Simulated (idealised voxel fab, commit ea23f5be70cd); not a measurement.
The process module presented herein is designated voxel wiring stack.
Cross-sectional view cut (width: 300 nm; square cell size: 5 nm).
For the purposes of this document, a cross-section shall be understood as a grid of square cells, specified as bands listed in top-to-bottom order, each band consisting of one or more rows of cells.
Band: top height; bottom height; in nm. Then, left to right: material with width in nm, for each material. "everywhere": a single material spanning edge to edge. "empty": empty space.
Counting heights begins at 0, where everything beneath is, in the wafer as received, one material. The lowest band has no bottom; it goes on downwards, as "0 -> down" shows.
Top row gets the first number, bottom row gets the second, and each row in between changes by the same step: that is how a band width like "30..40" works.
Any step labelled "nothing was modified" changed none of the cells in the cross-section.
Each empty space that has no open way to the top and spans at least 8 cells appears under "Closed void register" as width x height at distance, the distance counted from the left edge, all in nm.
Post-settings text on a step line: simulator's own remark regarding the step.
Steps that use a mask can have "overlay nm" on their line. It says how far the mask sat to the right of where it was meant to be. Negative means to the left.
plan
1) op RECEIVE | material Si
2) op CONFORMAL_DEP | material SiO2 | thk nm 15
3) op DIRECTIONAL_DEP | material TiN | thk nm 5
4) op DIRECTIONAL_DEP | material W | thk nm 25
5) op DIRECTIONAL_DEP | material aC | thk nm 15
6) op PATTERN | tone cover | mask id METAL_1 | material resist | width nm 30 | pitch nm 50 | thk nm 35 | overlay nm 0
7) op DIRECTIONAL_ETCH | etch materials aC | depth nm 15
8) op STRIP | etch materials resist
9) op DIRECTIONAL_ETCH | etch materials W | depth nm 25
10) op DIRECTIONAL_ETCH | etch materials TiN | depth nm 5
11) op STRIP | etch materials aC
12) op CONFORMAL_DEP | material SiCN | thk nm 5
13) op FILL_DEP | material lowk | thk nm 10
14) op CMP | height nm 45
15) op CONFORMAL_DEP | material SiCN | thk nm 5
16) op DIRECTIONAL_DEP | material SiO2 | thk nm 15
17) op DIRECTIONAL_DEP | material aC | thk nm 10
18) op PATTERN | tone open | mask id PLUG_1 | material resist | width nm 15 | pitch nm 50 | thk nm 30 | overlay nm 0
19) op DIRECTIONAL_ETCH | etch materials aC | depth nm 10
20) op STRIP | etch materials resist
21) op DIRECTIONAL_ETCH | etch materials SiO2 | depth nm 15
22) op DIRECTIONAL_ETCH | etch materials SiCN | depth nm 5
23) op STRIP | etch materials aC
24) op EPI | material Ru | thk nm 10
25) op EPI | material Ru | thk nm 10
26) op DIRECTIONAL_DEP | material TiN | thk nm 5
27) op DIRECTIONAL_DEP | material Ru | thk nm 15
28) op PATTERN | tone cover | mask id METAL_2 | material resist | width nm 30 | pitch nm 50 | thk nm 15 | overlay nm 0
29) op DIRECTIONAL_ETCH | etch materials Ru | depth nm 15
30) op DIRECTIONAL_ETCH | etch materials TiN | depth nm 5
31) op STRIP | etch materials resist
32) op CONFORMAL_DEP | material SiN | thk nm 5
33) op FILL_DEP | material lowk | thk nm 10
34) op CMP | height nm 85
35) op CONFORMAL_DEP | material SiN | thk nm 5
Account of the first of two wafers, which was processed as intended
Shown in cross-section is the wafer as received, that is, as it stands after step 1
* 0 -> down | Si everywhere
* Closed void register: none
The following cross-section depicts the wafer upon completion of step 2
* 15 -> 0 | SiO2 everywhere
* Nothing below the height 0 has changed.
The following cross-section depicts the wafer upon completion of step 3
* 20 -> 15 | TiN everywhere
* Nothing below the height 15 has changed.
The following cross-section depicts the wafer upon completion of step 4
* 45 -> 20 | W everywhere
* Nothing below the height 20 has changed.
The following cross-section depicts the wafer upon completion of step 5
* 60 -> 45 | aC everywhere
* Nothing below the height 45 has changed.
The following cross-section depicts the wafer upon completion of step 6
* 95 -> 60 | empty 85 / resist 30 / empty 20 / resist 30 / empty 20 / resist 30 / empty 85
* Nothing below the height 60 has changed.
The following cross-section depicts the wafer upon completion of step 7
* 80 -> 60 | empty 85 / resist 30 / empty 20 / resist 30 / empty 20 / resist 30 / empty 85
* 60 -> 45 | empty 85 / aC 30 / empty 20 / aC 30 / empty 20 / aC 30 / empty 85
* Nothing below the height 45 has changed.
The following cross-section depicts the wafer upon completion of step 8
* 60 -> 45 | empty 85 / aC 30 / empty 20 / aC 30 / empty 20 / aC 30 / empty 85
* Nothing below the height 45 has changed.
The following cross-section depicts the wafer upon completion of step 9
* 60 -> 45 | empty 85 / aC 30 / empty 20 / aC 30 / empty 20 / aC 30 / empty 85
* 45 -> 20 | empty 85 / W 30 / empty 20 / W 30 / empty 20 / W 30 / empty 85
* Nothing below the height 20 has changed.
The following cross-section depicts the wafer upon completion of step 10
* 60 -> 45 | empty 85 / aC 30 / empty 20 / aC 30 / empty 20 / aC 30 / empty 85
* 45 -> 20 | empty 85 / W 30 / empty 20 / W 30 / empty 20 / W 30 / empty 85
* 20 -> 15 | empty 85 / TiN 30 / empty 20 / TiN 30 / empty 20 / TiN 30 / empty 85
* Nothing below the height 15 has changed.
The following cross-section depicts the wafer upon completion of step 11
* 45 -> 20 | empty 85 / W 30 / empty 20 / W 30 / empty 20 / W 30 / empty 85
* Nothing below the height 20 has changed.
The following cross-section depicts the wafer upon completion of step 12
* 50 -> 45 | empty 80 / SiCN 40 / empty 10 / SiCN 40 / empty 10 / SiCN 40 / empty 80
* 45 -> 20 | empty 80 / SiCN 5 / W 30 / SiCN 5 / empty 10 / SiCN 5 / W 30 / SiCN 5 / empty 10 / SiCN 5 / W 30 / SiCN 5 / empty 80
* 20 -> 15 | SiCN 85 / TiN 30 / SiCN 20 / TiN 30 / SiCN 20 / TiN 30 / SiCN 85
* Nothing below the height 15 has changed.
The following cross-section depicts the wafer upon completion of step 13
* 60 -> 50 | lowk everywhere
* 50 -> 45 | lowk 80 / SiCN 40 / lowk 10 / SiCN 40 / lowk 10 / SiCN 40 / lowk 80
* 45 -> 20 | lowk 80 / SiCN 5 / W 30 / SiCN 5 / lowk 10 / SiCN 5 / W 30 / SiCN 5 / lowk 10 / SiCN 5 / W 30 / SiCN 5 / lowk 80
* Nothing below the height 20 has changed.
The following cross-section depicts the wafer upon completion of step 14
* 45 -> 20 | lowk 80 / SiCN 5 / W 30 / SiCN 5 / lowk 10 / SiCN 5 / W 30 / SiCN 5 / lowk 10 / SiCN 5 / W 30 / SiCN 5 / lowk 80
* Nothing below the height 20 has changed.
The following cross-section depicts the wafer upon completion of step 15
* 50 -> 45 | SiCN everywhere
* Nothing below the height 45 has changed.
The following cross-section depicts the wafer upon completion of step 16
* 65 -> 50 | SiO2 everywhere
* Nothing below the height 50 has changed.
The following cross-section depicts the wafer upon completion of step 17
* 75 -> 65 | aC everywhere
* Nothing below the height 65 has changed.
The following cross-section depicts the wafer upon completion of step 18
* 105 -> 75 | resist 85 / empty 15 / resist 35 / empty 15 / resist 35 / empty 15 / resist 100
* Nothing below the height 75 has changed.
The following cross-section depicts the wafer upon completion of step 19
* 95 -> 75 | resist 85 / empty 15 / resist 35 / empty 15 / resist 35 / empty 15 / resist 100
* 75 -> 65 | aC 85 / empty 15 / aC 35 / empty 15 / aC 35 / empty 15 / aC 100
* Nothing below the height 65 has changed.
The following cross-section depicts the wafer upon completion of step 20
* 75 -> 65 | aC 85 / empty 15 / aC 35 / empty 15 / aC 35 / empty 15 / aC 100
* Nothing below the height 65 has changed.
The following cross-section depicts the wafer upon completion of step 21
* 75 -> 65 | aC 85 / empty 15 / aC 35 / empty 15 / aC 35 / empty 15 / aC 100
* 65 -> 50 | SiO2 85 / empty 15 / SiO2 35 / empty 15 / SiO2 35 / empty 15 / SiO2 100
* Nothing below the height 50 has changed.
The following cross-section depicts the wafer upon completion of step 22
* 75 -> 65 | aC 85 / empty 15 / aC 35 / empty 15 / aC 35 / empty 15 / aC 100
* 65 -> 50 | SiO2 85 / empty 15 / SiO2 35 / empty 15 / SiO2 35 / empty 15 / SiO2 100
* 50 -> 45 | SiCN 85 / empty 15 / SiCN 35 / empty 15 / SiCN 35 / empty 15 / SiCN 100
* Nothing below the height 45 has changed.
The following cross-section depicts the wafer upon completion of step 23
* 65 -> 50 | SiO2 85 / empty 15 / SiO2 35 / empty 15 / SiO2 35 / empty 15 / SiO2 100
* Nothing below the height 50 has changed.
The following cross-section depicts the wafer upon completion of step 24
* 65 -> 55 | SiO2 85 / empty 15 / SiO2 35 / empty 15 / SiO2 35 / empty 15 / SiO2 100
* 55 -> 50 | SiO2 85 / Ru 15 / SiO2 35 / Ru 15 / SiO2 35 / Ru 15 / SiO2 100
* 50 -> 45 | SiCN 85 / Ru 15 / SiCN 35 / Ru 15 / SiCN 35 / Ru 15 / SiCN 100
* Nothing below the height 45 has changed.
The following cross-section depicts the wafer upon completion of step 25
* 65 -> 50 | SiO2 85 / Ru 15 / SiO2 35 / Ru 15 / SiO2 35 / Ru 15 / SiO2 100
* Nothing below the height 50 has changed.
The following cross-section depicts the wafer upon completion of step 26
* 70 -> 65 | TiN everywhere
* Nothing below the height 65 has changed.
The following cross-section depicts the wafer upon completion of step 27
* 85 -> 70 | Ru everywhere
* Nothing below the height 70 has changed.
The following cross-section depicts the wafer upon completion of step 28
* 100 -> 85 | empty 85 / resist 30 / empty 20 / resist 30 / empty 20 / resist 30 / empty 85
* Nothing below the height 85 has changed.
The following cross-section depicts the wafer upon completion of step 29
* 100 -> 85 | empty 85 / resist 30 / empty 20 / resist 30 / empty 20 / resist 30 / empty 85
* 85 -> 70 | empty 85 / Ru 30 / empty 20 / Ru 30 / empty 20 / Ru 30 / empty 85
* Nothing below the height 70 has changed.
The following cross-section depicts the wafer upon completion of step 30
* 100 -> 85 | empty 85 / resist 30 / empty 20 / resist 30 / empty 20 / resist 30 / empty 85
* 85 -> 70 | empty 85 / Ru 30 / empty 20 / Ru 30 / empty 20 / Ru 30 / empty 85
* 70 -> 65 | empty 85 / TiN 30 / empty 20 / TiN 30 / empty 20 / TiN 30 / empty 85
* Nothing below the height 65 has changed.
The following cross-section depicts the wafer upon completion of step 31
* 85 -> 70 | empty 85 / Ru 30 / empty 20 / Ru 30 / empty 20 / Ru 30 / empty 85
* Nothing below the height 70 has changed.
The following cross-section depicts the wafer upon completion of step 32
* 90 -> 85 | empty 80 / SiN 40 / empty 10 / SiN 40 / empty 10 / SiN 40 / empty 80
* 85 -> 70 | empty 80 / SiN 5 / Ru 30 / SiN 5 / empty 10 / SiN 5 / Ru 30 / SiN 5 / empty 10 / SiN 5 / Ru 30 / SiN 5 / empty 80
* 70 -> 65 | SiN 85 / TiN 30 / SiN 20 / TiN 30 / SiN 20 / TiN 30 / SiN 85
* Nothing below the height 65 has changed.
The following cross-section depicts the wafer upon completion of step 33
* 100 -> 90 | lowk everywhere
* 90 -> 85 | lowk 80 / SiN 40 / lowk 10 / SiN 40 / lowk 10 / SiN 40 / lowk 80
* 85 -> 70 | lowk 80 / SiN 5 / Ru 30 / SiN 5 / lowk 10 / SiN 5 / Ru 30 / SiN 5 / lowk 10 / SiN 5 / Ru 30 / SiN 5 / lowk 80
* Nothing below the height 70 has changed.
The following cross-section depicts the wafer upon completion of step 34
* 85 -> 70 | lowk 80 / SiN 5 / Ru 30 / SiN 5 / lowk 10 / SiN 5 / Ru 30 / SiN 5 / lowk 10 / SiN 5 / Ru 30 / SiN 5 / lowk 80
* Nothing below the height 70 has changed.
The following cross-section depicts the wafer upon completion of step 35
* 90 -> 85 | SiN everywhere
* Nothing below the height 85 has changed.
Wafer two. Identical start, identical plan. One mistake in execution. Identical history through step 26
Cross-section of the second wafer at the time step 27 of the plan should have ended
* 75 -> 70 | Ru everywhere
* Nothing below the height 70 has changed.
Cross-section of the second wafer at the time step 28 of the plan should have ended
* 90 -> 75 | empty 85 / resist 30 / empty 20 / resist 30 / empty 20 / resist 30 / empty 85
* Nothing below the height 75 has changed.
Cross-section of the second wafer at the time step 29 of the plan should have ended
* 90 -> 75 | empty 85 / resist 30 / empty 20 / resist 30 / empty 20 / resist 30 / empty 85
* 75 -> 70 | empty 85 / Ru 30 / empty 20 / Ru 30 / empty 20 / Ru 30 / empty 85
* Nothing below the height 70 has changed.
Cross-section of the second wafer at the time step 30 of the plan should have ended
* 90 -> 75 | empty 85 / resist 30 / empty 20 / resist 30 / empty 20 / resist 30 / empty 85
* 75 -> 70 | empty 85 / Ru 30 / empty 20 / Ru 30 / empty 20 / Ru 30 / empty 85
* 70 -> 65 | empty 85 / TiN 30 / empty 20 / TiN 30 / empty 20 / TiN 30 / empty 85
* Nothing below the height 65 has changed.
Cross-section of the second wafer at the time step 31 of the plan should have ended
* 75 -> 70 | empty 85 / Ru 30 / empty 20 / Ru 30 / empty 20 / Ru 30 / empty 85
* Nothing below the height 70 has changed.
Cross-section of the second wafer at the time step 32 of the plan should have ended
* 80 -> 75 | empty 80 / SiN 40 / empty 10 / SiN 40 / empty 10 / SiN 40 / empty 80
* 75 -> 70 | empty 80 / SiN 5 / Ru 30 / SiN 5 / empty 10 / SiN 5 / Ru 30 / SiN 5 / empty 10 / SiN 5 / Ru 30 / SiN 5 / empty 80
* 70 -> 65 | SiN 85 / TiN 30 / SiN 20 / TiN 30 / SiN 20 / TiN 30 / SiN 85
* Nothing below the height 65 has changed.
Cross-section of the second wafer at the time step 33 of the plan should have ended
* 90 -> 80 | lowk everywhere
* 80 -> 75 | lowk 80 / SiN 40 / lowk 10 / SiN 40 / lowk 10 / SiN 40 / lowk 80
* 75 -> 70 | lowk 80 / SiN 5 / Ru 30 / SiN 5 / lowk 10 / SiN 5 / Ru 30 / SiN 5 / lowk 10 / SiN 5 / Ru 30 / SiN 5 / lowk 80
* Nothing below the height 70 has changed.
Cross-section of the second wafer at the time step 34 of the plan should have ended
* 85 -> 80 | lowk everywhere
* Nothing below the height 80 has changed.
Cross-section of the second wafer at the time step 35 of the plan should have ended
* 90 -> 85 | SiN everywhere
* Nothing below the height 85 has changed.
What was done differently from what was planned? rather than as planned, step 27 actually ran as op DIRECTIONAL_DEP | material Ru | thk nm 5
Final comparison by cell count, materials where the second wafer has more or fewer than the first: 36 fewer of Ru; 12 more of SiN; 24 more of lowk
